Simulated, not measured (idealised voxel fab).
Title: Process Module voxel gate over fins
FYI the section here is cut, 245 nm wide, cells are 5 nm squares.
Cross-section = grid of square cells, listed top down in bands; band = one or more rows.
Top, bottom (nm), then materials left to right with widths (nm); lone material tagged "throughout" fills the whole band edge to edge; "empty" = empty space.
The level at which height equals 0 is the one under which the wafer, as it arrives, is entirely one material. No lower edge exists for the bottom band, which continues downward and is notated as in "z 0 and below".
A two-number width, for instance "30 to 40", indicates that the width is equal to the first number in the top row of the band and to the second number in the bottom row, and that it changes by a constant amount per row of cells.
Take "same as before" at face value: in the step it is given for, the cross-section changed in none of its cells.
Basically, "Closed void list" tells you about the enclosed voids: empty spaces with no open way to the top, 8 cells or bigger, each written width x height at distance, where distance is from the left edge, all in nm.
Read whatever lies past the settings on a step's line as the simulator's own remark about the step.
The setting "overlay nm" may be written on the line of a step. When the step uses a mask, the value reports how far to the right of the planned place the mask lay, and a negative value reports that it lay to the left.

[These are the steps we planned for the process]
1) RECEIVE, material Si
2) CONFORMAL_DEP, material SiN, thk nm 5
3) PATTERN, tone cover, mask id FINS, material resist, width nm 15, pitch nm 35, thk nm 20, overlay nm 0
4) DIRECTIONAL_ETCH, etch materials SiN, depth nm 5
5) DIRECTIONAL_ETCH, etch materials Si, depth nm 30
6) STRIP, etch materials resist
7) FILL_DEP, material SiO2, thk nm 10
8) CMP, height nm 5
9) SELECTIVE_ETCH, etch materials SiO2, depth nm 20
10) STRIP, etch materials SiN
11) CONFORMAL_DEP, material HfO2, thk nm 5
12) CONFORMAL_DEP, material TiN, thk nm 5
13) CONFORMAL_DEP, material TiAl, thk nm 5
14) CONFORMAL_DEP, material TiN, thk nm 5
15) FILL_DEP, material W, thk nm 15
16) CMP, height nm 30
17) CONFORMAL_DEP, material SiCN, thk nm 5
For clarity, it should be stated that the wafers under discussion commence in an identical condition and differ with respect to the thk nm of step 2, the plan indicating the value that the first wafer had.

[The as-received cross-section of the first of several wafers corresponds to the state after step 1]
  z 0 and below  Si throughout
  Closed void list: none

[Cross-sectional representation of the first of several wafers at the end of the module, i.e. after its terminal step, step 17]
  z 35 to 30  SiCN throughout
  z 30 to 20  W throughout
  z 20 to 15  W=75, TiN=90, W=80
  z 15 to 10  W=75, TiN=5, TiAl=80, TiN=5, W=80
  z 10 to 5  W=75, TiN=5, TiAl=5, TiN=70, TiAl=5, TiN=5, W=80
  z 5 to 0  TiN=80, TiAl=5, TiN=5, HfO2=25, TiN=10, HfO2=25, TiN=5, TiAl=5, TiN=85
  z 0 to -5  TiAl=85, TiN=5, HfO2=5, Si=15, HfO2=5, TiN=10, HfO2=5, Si=15, HfO2=5, TiN=5, TiAl=90
  z -5 to -10  TiN=90, HfO2=5, Si=15, HfO2=5, TiN=10, HfO2=5, Si=15, HfO2=5, TiN=95
  z -10 to -15  HfO2=95, Si=15, HfO2=20, Si=15, HfO2=100
  z -15 to -30  SiO2=95, Si=15, SiO2=20, Si=15, SiO2=100
  z -30 and below  Si throughout
  Closed void list: none

[End of module, last wafer sectioned]
  z 35 to 30  SiCN throughout
  z 30 to 20  W throughout
  z 20 to 15  TiN throughout
  z 15 to 10  TiAl throughout
  z 10 to 5  TiN throughout
  z 5 to 0  HfO2 throughout
  z 0 and below  Si throughout
  Closed void list: none

[Wafer rows, end of module: cells per material gained (+) or lost (-) since receipt; closed voids last]
thk nm 5 | +61 HfO2 | -258 Si | +49 SiCN | +129 SiO2 | +55 TiAl | +116 TiN | +191 W | Closed void list: none
thk nm 10 | +49 HfO2 | +49 SiCN | +49 TiAl | +98 TiN | +98 W | Closed void list: none
thk nm 15 | +49 HfO2 | +49 SiCN | +49 TiAl | +98 TiN | +98 W | Closed void list: none
thk nm 20 | +49 HfO2 | +49 SiCN | +49 TiAl | +98 TiN | +98 W | Closed void list: none
